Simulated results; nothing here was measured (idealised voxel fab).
The following is a process module called voxel trench capacitor.
The cross-section on display is named cut; it measures 205 nm wide, and its cells are 5 nm squares.
In what follows, cross-sections appear as grids of square cells, described through bands that run from the top down, where every band is one or more rows of cells. Heads up on the band format: heights come first, top then bottom, in nm. After that it's the materials left to right, each with its width in nm. A single material flagged "full width" fills the whole band edge to edge, and "air" means there's empty space there. Zero point of the height axis is 0; under it, received wafer = one material. Lowest band: continues down indefinitely, "from 0 down". It should be noted that a width expressed as "30->40" varies in equal increments from row to row of cells within the band, taking the value of the first number at the top row and that of the second number at the bottom row. Where a step carries "no change occurred", the cross-section came out of it unchanged, cell for cell. Any empty space of 8 cells or more lacking an open way to the top shows up in "Sealed internal voids" as width x height at distance, distance from the left edge, in nm. That trailing text on a step's line, after the settings, is the simulator's own remark on the step. On any step carrying a mask, the "overlay nm" setting, if present on the step's line, tells how far right of its planned place the mask lay; negative values point to the left.
[plan]
step 1: RECEIVE [material Si]
step 2: CONFORMAL_DEP [material SiN] [thk nm 10]
step 3: PATTERN [tone open] [mask id TRENCH] [material resist] [width nm 20] [pitch nm 50] [thk nm 15] [overlay nm 0]
step 4: DIRECTIONAL_ETCH [etch materials SiN] [depth nm 10]
step 5: DIRECTIONAL_ETCH [etch materials Si] [depth nm 35]
step 6: STRIP [etch materials resist]
step 7: CONFORMAL_DEP [material Al2O3] [thk nm 5]
step 8: FILL_DEP [material polySi] [thk nm 10]
step 9: CMP [height nm 10]
What sets these wafers apart? The thk nm at step 7. They all start alike, and the plan carries the first wafer's value.
[The as-received cross-section of the first of several wafers corresponds to the state after step 1]
	from 0 down  Si full width
	Sealed internal voids: none
[Cross-section, first of several wafers, end of module, after last step 9]
	from 10 to 0  SiN=15 / Al2O3=5 / polySi=10 / Al2O3=5 / SiN=30 / Al2O3=5 / polySi=10 / Al2O3=5 / SiN=30 / Al2O3=5 / polySi=10 / Al2O3=5 / SiN=30 / Al2O3=5 / polySi=10 / Al2O3=5 / SiN=20
	from 0 to -30  Si=15 / Al2O3=5 / polySi=10 / Al2O3=5 / Si=30 / Al2O3=5 / polySi=10 / Al2O3=5 / Si=30 / Al2O3=5 / polySi=10 / Al2O3=5 / Si=30 / Al2O3=5 / polySi=10 / Al2O3=5 / Si=20
	from -30 to -35  Si=15 / Al2O3=20 / Si=30 / Al2O3=20 / Si=30 / Al2O3=20 / Si=30 / Al2O3=20 / Si=20
	from -35 down  Si full width
	Sealed internal voids: none
[At the end of the module, the last of several wafers in cross-section]
	from 10 to 0  SiN=15 / Al2O3=20 / SiN=30 / Al2O3=20 / SiN=30 / Al2O3=20 / SiN=30 / Al2O3=20 / SiN=20
	from 0 to -35  Si=15 / Al2O3=20 / Si=30 / Al2O3=20 / Si=30 / Al2O3=20 / Si=30 / Al2O3=20 / Si=20
	from -35 down  Si full width
	Sealed internal voids: none
[Rows = wafers. At module end, each row lists per material the cells gained (+) or lost (-) since the wafer was received, then the closed voids]
thk nm 5 | +80 Al2O3 | -112 Si | +50 SiN | +64 polySi | Sealed internal voids: none
thk nm 10 | +144 Al2O3 | -112 Si | +50 SiN | Sealed internal voids: none
thk nm 15 | +144 Al2O3 | -112 Si | +50 SiN | Sealed internal voids: none
thk nm 20 | +144 Al2O3 | -112 Si | +50 SiN | Sealed internal voids: none
